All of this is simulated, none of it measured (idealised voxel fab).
Proc. module: voxel quadruple lines
Section shown: cut. Width: 215 nm. Cell size: 5 nm, square.
A cross-section is written here as square cells arranged in a grid, and it is given in bands from the top down, each band taking up one or more rows of cells. Top, bottom (nm), then materials left to right with widths (nm); lone material tagged "throughout" fills the whole band edge to edge; "empty" = empty space. Note: height 0 marks the level under which the wafer is uniformly one material as received. Lowest band unbounded below, written "0 down". Quick explanation for "30 to 40": the width changes in equal steps down the rows of cells, from the first number in the band's top row to the second number in its bottom row. Take "no change" at face value: in the step it is given for, the cross-section changed in none of its cells. "Fully enclosed voids" enumerates empty spaces isolated from the top, with no open way to it, that contain at least 8 cells, giving each as width x height at distance from the left edge, all three in nm. That trailing text on a step's line, after the settings, is the simulator's own remark on the step. The line of a step may include "overlay nm". On a step with a mask, this value is how far to the right of its planned place the mask lay. A negative value means the mask lay to the left.

# Steps planned for the process
1 op RECEIVE | material Si
2 op CONFORMAL_DEP | material Al2O3 | thk nm 5
3 op DIRECTIONAL_DEP | material TiN | thk nm 10
4 op DIRECTIONAL_DEP | material polySi | thk nm 15
5 op DIRECTIONAL_DEP | material aC | thk nm 20
6 op PATTERN | tone cover | mask id MANDREL | material resist | width nm 35 | pitch nm 100 | thk nm 25 | overlay nm -15
7 op DIRECTIONAL_ETCH | etch materials aC | depth nm 20
8 op STRIP | etch materials resist
9 op CONFORMAL_DEP | material SiO2 | thk nm 15
10 op DIRECTIONAL_ETCH | etch materials SiO2 | depth nm 15
11 op STRIP | etch materials aC
12 op DIRECTIONAL_ETCH | etch materials polySi | depth nm 15
13 op STRIP | etch materials SiO2
14 op CONFORMAL_DEP | material SiCN | thk nm 10
15 op DIRECTIONAL_ETCH | etch materials SiCN | depth nm 10
16 op STRIP | etch materials polySi
17 op DIRECTIONAL_ETCH | etch materials TiN | depth nm 10
18 op STRIP | etch materials SiCN
19 op FILL_DEP | material lowk | thk nm 10
20 op CMP | height nm 15
The plan shows the overlay nm of step 6 as the first wafer had it; this setting differs between the wafers, which start out alike.

# The first of several wafers in cross-section, exactly as it reached us after step 1
	0 down: Si throughout
	Fully enclosed voids: none

# Here's the first of several wafers in cross-section, end of the module, after the last step, step 20
	15 to 5: TiN=10, then lowk=15, then TiN=10, then lowk=15, then TiN=10, then lowk=15, then TiN=10, then lowk=15, then TiN=10, then lowk=15, then TiN=10, then lowk=15, then TiN=10, then lowk=15, then TiN=10, then lowk=30
	5 to 0: Al2O3 throughout
	0 down: Si throughout
	Fully enclosed voids: none

# Here we cross-sectioned the last of the wafers once the module was done
	15 to 5: lowk=30, then TiN=10, then lowk=15, then TiN=10, then lowk=15, then TiN=10, then lowk=15, then TiN=10, then lowk=15, then TiN=10, then lowk=15, then TiN=10, then lowk=15, then TiN=10, then lowk=15, then TiN=10
	5 to 0: Al2O3 throughout
	0 down: Si throughout
	Fully enclosed voids: none

# Where each wafer stands at the end of the module, a row apiece: cells of each material gained (+) or lost (-) since it was received, then closed voids
overlay nm -15 | +43 Al2O3 | +32 TiN | +54 lowk | Fully enclosed voids: none
overlay nm -10 | +43 Al2O3 | +32 TiN | +54 lowk | Fully enclosed voids: none
overlay nm -5 | +43 Al2O3 | +32 TiN | +54 lowk | Fully enclosed voids: none
overlay nm 0 | +43 Al2O3 | +32 TiN | +54 lowk | Fully enclosed voids: none
overlay nm 5 | +43 Al2O3 | +32 TiN | +54 lowk | Fully enclosed voids: none
overlay nm 10 | +43 Al2O3 | +32 TiN | +54 lowk | Fully enclosed voids: none
overlay nm 15 | +43 Al2O3 | +32 TiN | +54 lowk | Fully enclosed voids: none
